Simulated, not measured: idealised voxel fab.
The process module that follows is named voxel wiring stack.
Pictured: cross-section cut, 265 nm wide, on a grid of 5 nm square cells.
For the purposes of this document, a cross-section shall be understood as a grid of square cells, specified as bands listed in top-to-bottom order, each band consisting of one or more rows of cells. For a band, the entry starts with two heights in nm, that of the top and then that of the bottom, and carries on with the band's materials in order from left to right, each alongside its width in nm; the word "everywhere" beside a single material means it fills the band edge to edge, and "air" means empty space. The level at which height equals 0 is the one under which the wafer, as it arrives, is entirely one material. No lower edge exists for the bottom band, which continues downward and is notated as in "z 0 and below". You'd read "30..40" like this: the band's top row of cells is as wide as the first number, its bottom row is as wide as the second, and going down, every row changes width by the same amount as the row before did. Step note "same as before" = no cross-section cell changed. In the "Sealed cavities" entry, you get each enclosed empty space of 8 cells or more, one with no open way to the top, written width x height at distance, distance from the left edge, in nm. Anything after a step's settings on that line? It's the simulator's own note about the step. The optional step-line setting "overlay nm" applies to steps with a mask and quantifies how far to the right of its planned location the mask lay, a negative value indicating leftward placement.
### Process steps foreseen in the plan
1. RECEIVE | material Si
2. CONFORMAL_DEP | material SiO2 | thk nm 15
3. DIRECTIONAL_DEP | material TiN | thk nm 5
4. DIRECTIONAL_DEP | material Ru | thk nm 25
5. MASKED_ETCH | tone cover | mask id METAL_1 | width nm 20 | pitch nm 35 | etch materials Ru | depth nm 25 | overlay nm 0
6. MASKED_ETCH | tone cover | mask id METAL_1 | width nm 20 | pitch nm 35 | etch materials TiN | depth nm 5 | overlay nm 0
7. CONFORMAL_DEP | material SiCN | thk nm 5
8. FILL_DEP | material lowk | thk nm 5
9. CMP | height nm 45
10. CONFORMAL_DEP | material SiCN | thk nm 5
11. DIRECTIONAL_DEP | material SiO2 | thk nm 30
12. MASKED_ETCH | tone open | mask id METAL_2 | width nm 20 | pitch nm 35 | etch materials SiO2 | depth nm 15 | overlay nm 0
13. DIRECTIONAL_DEP | material aC | thk nm 10
14. PATTERN | tone open | mask id METAL_2_HOLES | material resist | width nm 15 | pitch nm 70 | thk nm 25 | overlay nm 0
15. DIRECTIONAL_ETCH | etch materials aC | depth nm 10
16. STRIP | etch materials resist
17. DIRECTIONAL_ETCH | etch materials SiO2 | depth nm 15
18. DIRECTIONAL_ETCH | etch materials SiCN | depth nm 5
19. STRIP | etch materials aC
20. CONFORMAL_DEP | material TiN | thk nm 5
21. FILL_DEP | material Ru | thk nm 10
22. CMP | height nm 80
23. CONFORMAL_DEP | material SiCN | thk nm 5
24. DIRECTIONAL_DEP | material lowk | thk nm 15
25. MASKED_ETCH | tone open | mask id PLUG_2 | width nm 15 | pitch nm 35 | etch materials lowk | depth nm 15 | overlay nm 0
26. MASKED_ETCH | tone open | mask id PLUG_2 | width nm 15 | pitch nm 35 | etch materials SiCN | depth nm 5 | overlay nm -15
27. CONFORMAL_DEP | material TiN | thk nm 5
28. FILL_DEP | material Cu | thk nm 10
29. CMP | height nm 100
30. DIRECTIONAL_DEP | material TiN | thk nm 5
31. DIRECTIONAL_DEP | material W | thk nm 15
32. DIRECTIONAL_DEP | material aC | thk nm 15
33. PATTERN | tone cover | mask id METAL_3 | material resist | width nm 20 | pitch nm 35 | thk nm 35 | overlay nm 0
34. DIRECTIONAL_ETCH | etch materials aC | depth nm 15
35. STRIP | etch materials resist
36. DIRECTIONAL_ETCH | etch materials W | depth nm 15
37. DIRECTIONAL_ETCH | etch materials TiN | depth nm 5
38. STRIP | etch materials aC
39. CONFORMAL_DEP | material SiCN | thk nm 5
40. FILL_DEP | material SiO2 | thk nm 10
41. CMP | height nm 120
42. CONFORMAL_DEP | material SiN | thk nm 5
The plan's step 26 overlay nm is the first wafer's value; the wafers differ in this setting and start identical.
### The first of several wafers in cross-section, exactly as it reached us after step 1
z 0 and below = Si everywhere
Sealed cavities: none
### Row per wafer, end-of-module: cell gain (+)/loss (-) by material since the wafer came in, then closed voids
overlay nm -15, +6 Cu, +80 Ru, +230 SiCN, +53 SiN, +528 SiO2, +85 TiN, +36 W, +307 lowk, Sealed cavities: none
overlay nm -10, +6 Cu, +80 Ru, +227 SiCN, +53 SiN, +528 SiO2, +88 TiN, +36 W, +307 lowk, Sealed cavities: none
overlay nm -5, +6 Cu, +80 Ru, +224 SiCN, +53 SiN, +528 SiO2, +91 TiN, +36 W, +307 lowk, Sealed cavities: none
overlay nm 0, +9 Cu, +80 Ru, +221 SiCN, +53 SiN, +528 SiO2, +91 TiN, +36 W, +307 lowk, Sealed cavities: none
overlay nm 5, +6 Cu, +80 Ru, +224 SiCN, +53 SiN, +528 SiO2, +91 TiN, +36 W, +307 lowk, Sealed cavities: none
overlay nm 10, +6 Cu, +80 Ru, +227 SiCN, +53 SiN, +528 SiO2, +88 TiN, +36 W, +307 lowk, Sealed cavities: none
overlay nm 15, +6 Cu, +80 Ru, +230 SiCN, +53 SiN, +528 SiO2, +85 TiN, +36 W, +307 lowk, Sealed cavities: none
